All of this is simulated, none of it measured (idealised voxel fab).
voxel self aligned vias: a process module
Displayed cross-section: cut, width of 220 nm, square cells sized 5 nm.
Think of the cross-section as a grid of square cells. We describe it in bands, top to bottom, and each band covers one or more rows of those cells.
It is stipulated that each band's entry specify, in nanometres, the height of the top of the band and then that of its bottom, followed by the materials of the band in left-to-right sequence, each together with its width in nanometres. A single material marked by the word "throughout" is understood to fill the band from edge to edge; the word "air" is understood to denote empty space.
Basically, 0 is our baseline, since under it the wafer straight out of the box is all one material. The bottom band has no lower end and keeps on going down, so it looks like "top 0, no bottom".
The two numbers in a width such as "30->40" mark its ends across the band: the first belongs to the top row of cells, the second to the bottom row, and from each row to the next the width moves by the same amount.
Reading "everything unchanged" for a step: not a cell of the cross-section changed in it.
The list in "Voids lacking openings" covers empty spaces of 8 cells or more that cannot reach the top through any open way, and it gives each as width x height at distance; the distance is from the left edge, and width, height and distance are in nm.
Step line, after settings: the simulator's comment on this step.
overlay nm: on a step with a mask, how far right of its planned place the mask lay; negative means left.
Planned process steps:
step 1: RECEIVE, material Si
step 2: CONFORMAL_DEP, material SiO2, thk nm 10
step 3: CONFORMAL_DEP, material SiCN, thk nm 5
step 4: DIRECTIONAL_DEP, material lowk, thk nm 30
step 5: DIRECTIONAL_DEP, material aC, thk nm 10
step 6: PATTERN, tone open, mask id LINES, material resist, width nm 30, pitch nm 70, thk nm 30, overlay nm 0
step 7: DIRECTIONAL_ETCH, etch materials aC, depth nm 10
step 8: STRIP, etch materials resist
step 9: DIRECTIONAL_ETCH, etch materials lowk, depth nm 30
step 10: STRIP, etch materials aC
step 11: CONFORMAL_DEP, material TiN, thk nm 5
step 12: FILL_DEP, material W, thk nm 5
step 13: CMP, height nm 45
step 14: SELECTIVE_ETCH, etch materials W Ru TiN, depth nm 10
step 15: FILL_DEP, material SiN, thk nm 10
step 16: CMP, height nm 45
step 17: DIRECTIONAL_DEP, material lowk, thk nm 15
step 18: MASKED_ETCH, tone open, mask id VIAS, width nm 40, pitch nm 70, etch materials lowk, depth nm 15, overlay nm 0
step 19: MASKED_ETCH, tone open, mask id VIAS, width nm 40, pitch nm 70, etch materials SiN, depth nm 10, overlay nm 0
step 20: CONFORMAL_DEP, material TiN, thk nm 5
step 21: FILL_DEP, material W, thk nm 10
step 22: CMP, height nm 60
step 23: CONFORMAL_DEP, material SiCN, thk nm 5
So, the first of our two wafers, run just as we planned it:
As received (post step 1): cross-section:
  top 0, no bottom  Si throughout
  Voids lacking openings: none
State of the wafer after step 2, shown in cross-section:
  top 10, bottom 0  SiO2 throughout
  No changes below 0.
State of the wafer after step 3, shown in cross-section:
  top 15, bottom 10  SiCN throughout
  No changes below 10.
State of the wafer after step 4, shown in cross-section:
  top 45, bottom 15  lowk throughout
  No changes below 15.
State of the wafer after step 5, shown in cross-section:
  top 55, bottom 45  aC throughout
  No changes below 45.
State of the wafer after step 6, shown in cross-section:
  top 85, bottom 55  resist 60, then air 30, then resist 40, then air 30, then resist 60
  No changes below 55.
State of the wafer after step 7, shown in cross-section:
  top 75, bottom 55  resist 60, then air 30, then resist 40, then air 30, then resist 60
  top 55, bottom 45  aC 60, then air 30, then aC 40, then air 30, then aC 60
  No changes below 45.
State of the wafer after step 8, shown in cross-section:
  top 55, bottom 45  aC 60, then air 30, then aC 40, then air 30, then aC 60
  No changes below 45.
State of the wafer after step 9, shown in cross-section:
  top 55, bottom 45  aC 60, then air 30, then aC 40, then air 30, then aC 60
  top 45, bottom 15  lowk 60, then air 30, then lowk 40, then air 30, then lowk 60
  No changes below 15.
State of the wafer after step 10, shown in cross-section:
  top 45, bottom 15  lowk 60, then air 30, then lowk 40, then air 30, then lowk 60
  No changes below 15.
State of the wafer after step 11, shown in cross-section:
  top 50, bottom 45  TiN 65, then air 20, then TiN 50, then air 20, then TiN 65
  top 45, bottom 20  lowk 60, then TiN 5, then air 20, then TiN 5, then lowk 40, then TiN 5, then air 20, then TiN 5, then lowk 60
  top 20, bottom 15  lowk 60, then TiN 30, then lowk 40, then TiN 30, then lowk 60
  No changes below 15.
State of the wafer after step 12, shown in cross-section:
  top 55, bottom 50  W throughout
  top 50, bottom 45  TiN 65, then W 20, then TiN 50, then W 20, then TiN 65
  top 45, bottom 20  lowk 60, then TiN 5, then W 20, then TiN 5, then lowk 40, then TiN 5, then W 20, then TiN 5, then lowk 60
  No changes below 20.
State of the wafer after step 13, shown in cross-section:
  top 45, bottom 20  lowk 60, then TiN 5, then W 20, then TiN 5, then lowk 40, then TiN 5, then W 20, then TiN 5, then lowk 60
  No changes below 20.
State of the wafer after step 14, shown in cross-section:
  top 45, bottom 35  lowk 60, then air 30, then lowk 40, then air 30, then lowk 60
  No changes below 35.
State of the wafer after step 15, shown in cross-section:
  top 55, bottom 45  SiN throughout
  top 45, bottom 35  lowk 60, then SiN 30, then lowk 40, then SiN 30, then lowk 60
  No changes below 35.
State of the wafer after step 16, shown in cross-section:
  top 45, bottom 35  lowk 60, then SiN 30, then lowk 40, then SiN 30, then lowk 60
  No changes below 35.
State of the wafer after step 17, shown in cross-section:
  top 60, bottom 45  lowk throughout
  No changes below 45.
State of the wafer after step 18, shown in cross-section:
  top 60, bottom 45  lowk 55, then air 40, then lowk 30, then air 40, then lowk 55
  No changes below 45.
State of the wafer after step 19, shown in cross-section:
  top 60, bottom 45  lowk 55, then air 40, then lowk 30, then air 40, then lowk 55
  top 45, bottom 35  lowk 60, then air 30, then lowk 40, then air 30, then lowk 60
  No changes below 35.
State of the wafer after step 20, shown in cross-section:
  top 65, bottom 60  TiN 60, then air 30, then TiN 40, then air 30, then TiN 60
  top 60, bottom 50  lowk 55, then TiN 5, then air 30, then TiN 5, then lowk 30, then TiN 5, then air 30, then TiN 5, then lowk 55
  top 50, bottom 40  lowk 55->60, then TiN 10->5, then air 20, then TiN 10->5, then lowk 30->40, then TiN 10->5, then air 20, then TiN 10->5, then lowk 55->60
  top 40, bottom 35  lowk 60, then TiN 30, then lowk 40, then TiN 30, then lowk 60
  No changes below 35.
State of the wafer after step 21, shown in cross-section:
  top 75, bottom 65  W throughout
  top 65, bottom 60  TiN 60, then W 30, then TiN 40, then W 30, then TiN 60
  top 60, bottom 50  lowk 55, then TiN 5, then W 30, then TiN 5, then lowk 30, then TiN 5, then W 30, then TiN 5, then lowk 55
  top 50, bottom 40  lowk 55->60, then TiN 10->5, then W 20, then TiN 10->5, then lowk 30->40, then TiN 10->5, then W 20, then TiN 10->5, then lowk 55->60
  No changes below 40.
State of the wafer after step 22, shown in cross-section:
  top 60, bottom 50  lowk 55, then TiN 5, then W 30, then TiN 5, then lowk 30, then TiN 5, then W 30, then TiN 5, then lowk 55
  No changes below 50.
State of the wafer after step 23, shown in cross-section:
  top 65, bottom 60  SiCN throughout
  No changes below 60.
Second wafer: like start, like plan, one mistake. Through step 5 it matches the first wafer:
The second wafer in cross-section, at the planned close of step 6:
  top 85, bottom 55  resist 50, then air 30, then resist 40, then air 30, then resist 70
  No changes below 55.
The second wafer in cross-section, at the planned close of step 7:
  top 75, bottom 55  resist 50, then air 30, then resist 40, then air 30, then resist 70
  top 55, bottom 45  aC 50, then air 30, then aC 40, then air 30, then aC 70
  No changes below 45.
The second wafer in cross-section, at the planned close of step 8:
  top 55, bottom 45  aC 50, then air 30, then aC 40, then air 30, then aC 70
  No changes below 45.
The second wafer in cross-section, at the planned close of step 9:
  top 55, bottom 45  aC 50, then air 30, then aC 40, then air 30, then aC 70
  top 45, bottom 15  lowk 50, then air 30, then lowk 40, then air 30, then lowk 70
  No changes below 15.
The second wafer in cross-section, at the planned close of step 10:
  top 45, bottom 15  lowk 50, then air 30, then lowk 40, then air 30, then lowk 70
  No changes below 15.
The second wafer in cross-section, at the planned close of step 11:
  top 50, bottom 45  TiN 55, then air 20, then TiN 50, then air 20, then TiN 75
  top 45, bottom 20  lowk 50, then TiN 5, then air 20, then TiN 5, then lowk 40, then TiN 5, then air 20, then TiN 5, then lowk 70
  top 20, bottom 15  lowk 50, then TiN 30, then lowk 40, then TiN 30, then lowk 70
  No changes below 15.
The second wafer in cross-section, at the planned close of step 12:
  top 55, bottom 50  W throughout
  top 50, bottom 45  TiN 55, then W 20, then TiN 50, then W 20, then TiN 75
  top 45, bottom 20  lowk 50, then TiN 5, then W 20, then TiN 5, then lowk 40, then TiN 5, then W 20, then TiN 5, then lowk 70
  No changes below 20.
The second wafer in cross-section, at the planned close of step 13:
  top 45, bottom 20  lowk 50, then TiN 5, then W 20, then TiN 5, then lowk 40, then TiN 5, then W 20, then TiN 5, then lowk 70
  No changes below 20.
The second wafer in cross-section, at the planned close of step 14:
  top 45, bottom 35  lowk 50, then air 30, then lowk 40, then air 30, then lowk 70
  No changes below 35.
The second wafer in cross-section, at the planned close of step 15:
  top 55, bottom 45  SiN throughout
  top 45, bottom 35  lowk 50, then SiN 30, then lowk 40, then SiN 30, then lowk 70
  No changes below 35.
The second wafer in cross-section, at the planned close of step 16:
  top 45, bottom 35  lowk 50, then SiN 30, then lowk 40, then SiN 30, then lowk 70
  No changes below 35.
The second wafer in cross-section, at the planned close of step 17:
  top 60, bottom 45  lowk throughout
  No changes below 45.
The second wafer in cross-section, at the planned close of step 18:
  top 60, bottom 45  lowk 55, then air 40, then lowk 30, then air 40, then lowk 55
  No changes below 45.
The second wafer in cross-section, at the planned close of step 19:
  top 60, bottom 45  lowk 55, then air 40, then lowk 30, then air 40, then lowk 55
  top 45, bottom 35  lowk 50, then SiN 5, then air 25, then lowk 40, then SiN 5, then air 25, then lowk 70
  No changes below 35.
The second wafer in cross-section, at the planned close of step 20:
  top 65, bottom 60  TiN 60, then air 30, then TiN 40, then air 30, then TiN 60
  top 60, bottom 50  lowk 55, then TiN 5, then air 30, then TiN 5, then lowk 30, then TiN 5, then air 30, then TiN 5, then lowk 55
  top 50, bottom 45  lowk 55, then TiN 5, then air 15, then TiN 20, then lowk 30, then TiN 5, then air 15, then TiN 20, then lowk 55
  top 45, bottom 40  lowk 50, then SiN 5, then TiN 5, then air 15, then TiN 5, then lowk 40, then SiN 5, then TiN 5, then air 15, then TiN 5, then lowk 70
  top 40, bottom 35  lowk 50, then SiN 5, then TiN 25, then lowk 40, then SiN 5, then TiN 25, then lowk 70
  No changes below 35.
The second wafer in cross-section, at the planned close of step 21:
  top 75, bottom 65  W throughout
  top 65, bottom 60  TiN 60, then W 30, then TiN 40, then W 30, then TiN 60
  top 60, bottom 50  lowk 55, then TiN 5, then W 30, then TiN 5, then lowk 30, then TiN 5, then W 30, then TiN 5, then lowk 55
  top 50, bottom 45  lowk 55, then TiN 5, then W 15, then TiN 20, then lowk 30, then TiN 5, then W 15, then TiN 20, then lowk 55
  top 45, bottom 40  lowk 50, then SiN 5, then TiN 5, then W 15, then TiN 5, then lowk 40, then SiN 5, then TiN 5, then W 15, then TiN 5, then lowk 70
  No changes below 40.
The second wafer in cross-section, at the planned close of step 22:
  top 60, bottom 50  lowk 55, then TiN 5, then W 30, then TiN 5, then lowk 30, then TiN 5, then W 30, then TiN 5, then lowk 55
  No changes below 50.
The second wafer in cross-section, at the planned close of step 23:
  top 65, bottom 60  SiCN throughout
  No changes below 60.
The plan and the run diverged here: it should be noted that step 6 was executed with settings other than those planned, the operation and settings actually applied being PATTERN, tone open, mask id LINES, material resist, width nm 30, pitch nm 70, thk nm 30, overlay nm -10
End check, counted in cells, second wafer has more or fewer of these materials than the first: SiN: 4 more | W: 4 fewer
